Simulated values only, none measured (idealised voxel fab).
Proc. module: voxel tone inversion
The figure presents cross-section cut, which has a width of 175 nm and is divided into square cells with an edge length of 5 nm.
Just so we're on the same page, the cross-sections are grids of square cells, and they're listed out in bands top to bottom, each band one or more rows deep.
Quick guide to a band line: top height, bottom height (nm) up front; then every material left to right with its width in nm. Only one material and it's marked "all across"? Then it fills the band edge to edge. And "air" just means empty space.
Zero point of the height axis is 0; under it, received wafer = one material. Lowest band: continues down indefinitely, "0 -> down".
Read "30 to 40" as a graded width: first number on top, second number at the bottom, same change between each pair of neighbouring rows.
"no change" -> step changed no cross-section cell.
This entry, "Closed cavity list", enumerates those empty regions of no fewer than 8 cells that possess no open connection to the top. Each region is reported in the form width x height at distance, the distance being taken from the left edge, with all three quantities expressed in nm.
What comes after the settings on a step's line is commentary from the simulator itself on that step.
"overlay nm" on a masked step: distance the mask lay right of its planned place, negative for left.
The process steps that were planned are listed below
1) RECEIVE: material Si
2) CONFORMAL_DEP: material SiN, thk nm 5
3) DIRECTIONAL_DEP: material aC, thk nm 15
4) PATTERN: tone cover, mask id POSTS, material resist, width nm 25, pitch nm 55, thk nm 20, overlay nm 0
5) DIRECTIONAL_ETCH: etch materials aC, depth nm 15
6) STRIP: etch materials resist
7) FILL_DEP: material lowk, thk nm 5
8) CMP: height nm 20
9) STRIP: etch materials aC
10) CONFORMAL_DEP: material TiN, thk nm 5
11) FILL_DEP: material Ru, thk nm 5
12) CMP: height nm 20
13) CONFORMAL_DEP: material SiCN, thk nm 5
The first of two wafers, run as planned
The cross-section here shows the wafer as received, i.e. in its state after step 1
- 0 -> down | Si all across
- Closed cavity list: none
Cross-section through the wafer, step 2 finished
- 5 -> 0 | SiN all across
- Under 0: no change, same as before.
Cross-section through the wafer, step 3 finished
- 20 -> 5 | aC all across
- Under 5: no change, same as before.
Cross-section through the wafer, step 4 finished
- 40 -> 20 | air=20  resist=25  air=30  resist=25  air=30  resist=25  air=20
- Under 20: no change, same as before.
Cross-section through the wafer, step 5 finished
- 25 -> 20 | air=20  resist=25  air=30  resist=25  air=30  resist=25  air=20
- 20 -> 5 | air=20  aC=25  air=30  aC=25  air=30  aC=25  air=20
- Under 5: no change, same as before.
Cross-section through the wafer, step 6 finished
- 20 -> 5 | air=20  aC=25  air=30  aC=25  air=30  aC=25  air=20
- Under 5: no change, same as before.
Cross-section through the wafer, step 7 finished
- 25 -> 20 | lowk all across
- 20 -> 5 | lowk=20  aC=25  lowk=30  aC=25  lowk=30  aC=25  lowk=20
- Under 5: no change, same as before.
Cross-section through the wafer, step 8 finished
- 20 -> 5 | lowk=20  aC=25  lowk=30  aC=25  lowk=30  aC=25  lowk=20
- Under 5: no change, same as before.
Cross-section through the wafer, step 9 finished
- 20 -> 5 | lowk=20  air=25  lowk=30  air=25  lowk=30  air=25  lowk=20
- Under 5: no change, same as before.
Cross-section through the wafer, step 10 finished
- 25 -> 20 | TiN=25  air=15  TiN=40  air=15  TiN=40  air=15  TiN=25
- 20 -> 10 | lowk=20  TiN=5  air=15  TiN=5  lowk=30  TiN=5  air=15  TiN=5  lowk=30  TiN=5  air=15  TiN=5  lowk=20
- 10 -> 5 | lowk=20  TiN=25  lowk=30  TiN=25  lowk=30  TiN=25  lowk=20
- Under 5: no change, same as before.
Cross-section through the wafer, step 11 finished
- 30 -> 25 | Ru all across
- 25 -> 20 | TiN=25  Ru=15  TiN=40  Ru=15  TiN=40  Ru=15  TiN=25
- 20 -> 10 | lowk=20  TiN=5  Ru=15  TiN=5  lowk=30  TiN=5  Ru=15  TiN=5  lowk=30  TiN=5  Ru=15  TiN=5  lowk=20
- Under 10: no change, same as before.
Cross-section through the wafer, step 12 finished
- 20 -> 10 | lowk=20  TiN=5  Ru=15  TiN=5  lowk=30  TiN=5  Ru=15  TiN=5  lowk=30  TiN=5  Ru=15  TiN=5  lowk=20
- Under 10: no change, same as before.
Cross-section through the wafer, step 13 finished
- 25 -> 20 | SiCN all across
- Under 20: no change, same as before.
Second Wafer (Identical Start and Plan, One Processing Error; Matches First Wafer Through Step 10)
Second wafer at the planned finish of step 11, seen in cross-section
- 35 -> 25 | Ru all across
- 25 -> 20 | TiN=25  Ru=15  TiN=40  Ru=15  TiN=40  Ru=15  TiN=25
- 20 -> 10 | lowk=20  TiN=5  Ru=15  TiN=5  lowk=30  TiN=5  Ru=15  TiN=5  lowk=30  TiN=5  Ru=15  TiN=5  lowk=20
- Under 10: no change, same as before.
Second wafer at the planned finish of step 12, seen in cross-section
- 20 -> 10 | lowk=20  TiN=5  Ru=15  TiN=5  lowk=30  TiN=5  Ru=15  TiN=5  lowk=30  TiN=5  Ru=15  TiN=5  lowk=20
- Under 10: no change, same as before.
Second wafer at the planned finish of step 13, seen in cross-section
- 25 -> 20 | SiCN all across
- Under 20: no change, same as before.
Here's what went sideways: step 11 of the plan saw execution twice
The two wafers wind up with the same cross-section at the end, so whatever this model computes is the same despite the mistake.
